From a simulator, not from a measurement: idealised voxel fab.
process module | voxel gate over fins
The cross-section on display is named cut; it measures 225 nm wide, and its cells are 5 nm squares.
Cross-section, as written here: a square-cell grid given band by band from the top down, where a band holds one or more rows of cells. Within each band entry, the heights of the top and of the bottom of the band appear first, in that order and in nm; the materials of the band then follow from left to right, each with its corresponding width in nm. The designation "all across" on a single material indicates that it fills the band from edge to edge; the designation "air" indicates empty space. The level at which height equals 0 is the one under which the wafer, as it arrives, is entirely one material. No lower edge exists for the bottom band, which continues downward and is notated as in "top 0, no bottom". A width given as "30 to 40" starts at the first number in the band's top row and ends at the second number in its bottom row, shifting by an equal amount at every step from row to row. For the purposes of this document, the phrase "stayed the same" attached to a step denotes that no cell within the cross-section was modified by that step. Under "Closed cavities" you'll find the enclosed gaps, the ones with no way out to the top, that are 8 cells or bigger; each reads width x height at distance, with distance counted from the left edge, everything in nm. Step line, after settings: the simulator's comment on this step. "overlay nm" answers the question of how far to the right of plan the mask lay on a step that has a mask, and when it is negative the answer is to the left.
**Set out below are the planned steps of the process**
1: RECEIVE,material Si
2: CONFORMAL_DEP,material SiN,thk nm 10
3: DIRECTIONAL_DEP,material aC,thk nm 15
4: PATTERN,tone cover,mask id FINS,material resist,width nm 15,pitch nm 55,thk nm 35,overlay nm 0
5: DIRECTIONAL_ETCH,etch materials aC,depth nm 15
6: STRIP,etch materials resist
7: DIRECTIONAL_ETCH,etch materials SiN,depth nm 10
8: DIRECTIONAL_ETCH,etch materials Si,depth nm 40
9: STRIP,etch materials aC
10: OXIDIZE,depth nm 5
11: FILL_DEP,material SiO2,thk nm 5
12: CMP,height nm 10
13: DIRECTIONAL_DEP,material aC,thk nm 10
14: PATTERN,tone open,mask id RAIL,material resist,width nm 15,thk nm 30,overlay nm 0
15: DIRECTIONAL_ETCH,etch materials aC,depth nm 10
16: STRIP,etch materials resist
17: DIRECTIONAL_ETCH,etch materials SiO2,depth nm 45
18: STRIP,etch materials aC
19: CONFORMAL_DEP,material TiN,thk nm 5
20: FILL_DEP,material Ru,thk nm 10
21: CMP,height nm 10
22: SELECTIVE_ETCH,etch materials W Ru TiN,depth nm 30
23: FILL_DEP,material SiO2,thk nm 5
24: CMP,height nm 10
25: SELECTIVE_ETCH,etch materials SiO2,depth nm 25
26: STRIP,etch materials SiN
27: CONFORMAL_DEP,material HfO2,thk nm 5
28: CONFORMAL_DEP,material TiN,thk nm 5
29: CONFORMAL_DEP,material TiAl,thk nm 5
30: CONFORMAL_DEP,material TiN,thk nm 5
31: FILL_DEP,material W,thk nm 10
32: CMP,height nm 25
33: CONFORMAL_DEP,material SiCN,thk nm 10
Be aware that, although all wafers share a common starting state, the thk nm at step 28 differs among them, and the plan displays the first wafer's value.
**Received condition of the first of several wafers, sectioned: post-step 1**
top 0, no bottom: Si all across
Closed cavities: none
**Here is the cross-section of the first of several wafers at the end of the module, after its last step, step 33**
top 35, bottom 25: SiCN all across
top 25, bottom 20: W all across
top 20, bottom 15: W 60 | TiN 45 | W 10 | TiN 45 | W 65
top 15, bottom 10: W 60 | TiN 5 | TiAl 35 | TiN 5 | W 10 | TiN 5 | TiAl 35 | TiN 5 | W 65
top 10, bottom 5: W 60 | TiN 5 | TiAl 5 | TiN 25 | TiAl 5 | TiN 5 | W 10 | TiN 5 | TiAl 5 | TiN 25 | TiAl 5 | TiN 5 | W 65
top 5, bottom 0: TiN 65 | TiAl 5 | TiN 5 | HfO2 15 | TiN 5 | TiAl 5 | TiN 20 | TiAl 5 | TiN 5 | HfO2 15 | TiN 5 | TiAl 5 | TiN 70
top 0, bottom -5: TiAl 70 | TiN 5 | HfO2 5 | Si 5 | HfO2 5 | TiN 5 | TiAl 30 | TiN 5 | HfO2 5 | Si 5 | HfO2 5 | TiN 5 | TiAl 75
top -5, bottom -10: TiN 75 | HfO2 5 | Si 5 | HfO2 5 | TiN 40 | HfO2 5 | Si 5 | HfO2 5 | TiN 80
top -10, bottom -15: HfO2 80 | Si 5 | HfO2 50 | Si 5 | HfO2 85
top -15, bottom -20: SiO2 80 | Si 5 | SiO2 50 | Si 5 | SiO2 85
top -20, bottom -30: SiO2 80 | Si 5 | SiO2 15 | TiN 5 | Ru 5 | TiN 5 | SiO2 20 | Si 5 | SiO2 85
top -30, bottom -35: SiO2 80 | Si 5 | SiO2 15 | TiN 15 | SiO2 20 | Si 5 | SiO2 85
top -35, bottom -45: SiO2 80 | Si 5 | SiO2 50 | Si 5 | SiO2 85
top -45, no bottom: Si all across
Closed cavities: none
**Wafer cross-section (last wafer, module end)**
top 35, bottom 25: SiCN all across
top 25, bottom 20: W 45 | TiN 5 | TiAl 5 | TiN 110 | TiAl 5 | TiN 5 | W 50
top 20, bottom 15: TiN 50 | TiAl 5 | TiN 110 | TiAl 5 | TiN 55
top 15, bottom 10: TiAl 55 | TiN 110 | TiAl 60
top 10, bottom 5: TiN all across
top 5, bottom 0: TiN 75 | HfO2 15 | TiN 40 | HfO2 15 | TiN 80
top 0, bottom -10: TiN 75 | HfO2 5 | Si 5 | HfO2 5 | TiN 40 | HfO2 5 | Si 5 | HfO2 5 | TiN 80
top -10, bottom -15: HfO2 80 | Si 5 | HfO2 50 | Si 5 | HfO2 85
top -15, bottom -20: SiO2 80 | Si 5 | SiO2 50 | Si 5 | SiO2 85
top -20, bottom -30: SiO2 80 | Si 5 | SiO2 15 | TiN 5 | Ru 5 | TiN 5 | SiO2 20 | Si 5 | SiO2 85
top -30, bottom -35: SiO2 80 | Si 5 | SiO2 15 | TiN 15 | SiO2 20 | Si 5 | SiO2 85
top -35, bottom -45: SiO2 80 | Si 5 | SiO2 50 | Si 5 | SiO2 85
top -45, no bottom: Si all across
Closed cavities: none
**What follows is a table in which each wafer occupies a row; for the wafer as it stands at the close of the module, the row states, material by material, how many cells have been gained (+) or lost (-) since receipt, and then gives its closed voids**
thk nm 5, +57 HfO2, +2 Ru, -387 Si, +90 SiCN, +249 SiO2, +57 TiAl, +121 TiN, +126 W, Closed cavities: none
thk nm 10, +57 HfO2, +2 Ru, -387 Si, +90 SiCN, +249 SiO2, +57 TiAl, +178 TiN, +69 W, Closed cavities: none
thk nm 15, +57 HfO2, +2 Ru, -387 Si, +90 SiCN, +249 SiO2, +57 TiAl, +205 TiN, +42 W, Closed cavities: none
thk nm 20, +57 HfO2, +2 Ru, -387 Si, +90 SiCN, +249 SiO2, +27 TiAl, +258 TiN, +19 W, Closed cavities: none
